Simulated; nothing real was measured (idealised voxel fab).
process module | voxel released beams
Xsec cut, 200 nm wide, square cell size 5 nm.
A cross-section is written here as square cells arranged in a grid, and it is given in bands from the top down, each band taking up one or more rows of cells.
The entry gives the band's vertical extent as a top height and a bottom height in nm, then its horizontal make-up as materials from left to right, each with a width in nm. "air" stands for empty space; a single material marked "all across" fills the band edge to edge.
Heads up on the height convention: 0 is the point under which the incoming wafer is all one material, and the lowest band has no bottom, it just keeps going down, like "top 0, no bottom".
The expression "30 to 40" gives the width at the extremes of the band, the first number at its top row of cells and the second at its bottom row, with the width changing by equal amounts from each row to the next in between.
Where the words "stayed the same" appear for a step, the cross-section shows no cell changed by that step; every cell remained as before.
This entry, "Fully enclosed voids", enumerates those empty regions of no fewer than 8 cells that possess no open connection to the top. Each region is reported in the form width x height at distance, the distance being taken from the left edge, with all three quantities expressed in nm.
Formally, on a step line, whatever follows the settings is a remark that the simulator itself makes on the step.
overlay nm: step with mask; distance mask lay right of planned place; negative value = left of planned place.

[Steps planned for the process]
1,RECEIVE | material Si
2,CONFORMAL_DEP | material Al2O3 | thk nm 5
3,DIRECTIONAL_DEP | material SiO2 | thk nm 15
4,DIRECTIONAL_DEP | material aC | thk nm 10
5,PATTERN | tone open | mask id ANCHOR | material resist | width nm 25 | thk nm 30 | overlay nm 0
6,DIRECTIONAL_ETCH | etch materials aC | depth nm 10
7,STRIP | etch materials resist
8,DIRECTIONAL_ETCH | etch materials SiO2 | depth nm 15
9,STRIP | etch materials aC
10,CONFORMAL_DEP | material W | thk nm 10
11,PATTERN | tone cover | mask id BEAM | material resist | width nm 70 | thk nm 15 | overlay nm 0
12,DIRECTIONAL_ETCH | etch materials W | depth nm 10
13,STRIP | etch materials resist
14,STRIP | etch materials SiO2

[This is the cross-section of the wafer as we received it, i.e. after step 1]
	top 0, no bottom  Si all across
	Fully enclosed voids: none

[Starting wafer: above. Plan: above. Run: one mistake. Cross-section after the module: below]
	top 10, bottom 0  air 60 / W 70 / air 70
	top 0, no bottom  Si all across
	Fully enclosed voids: none
Heads up, the wafer didn't run the way we planned it: step 9 went in with a setting other than planned; the actual run was STRIP | etch materials Al2O3
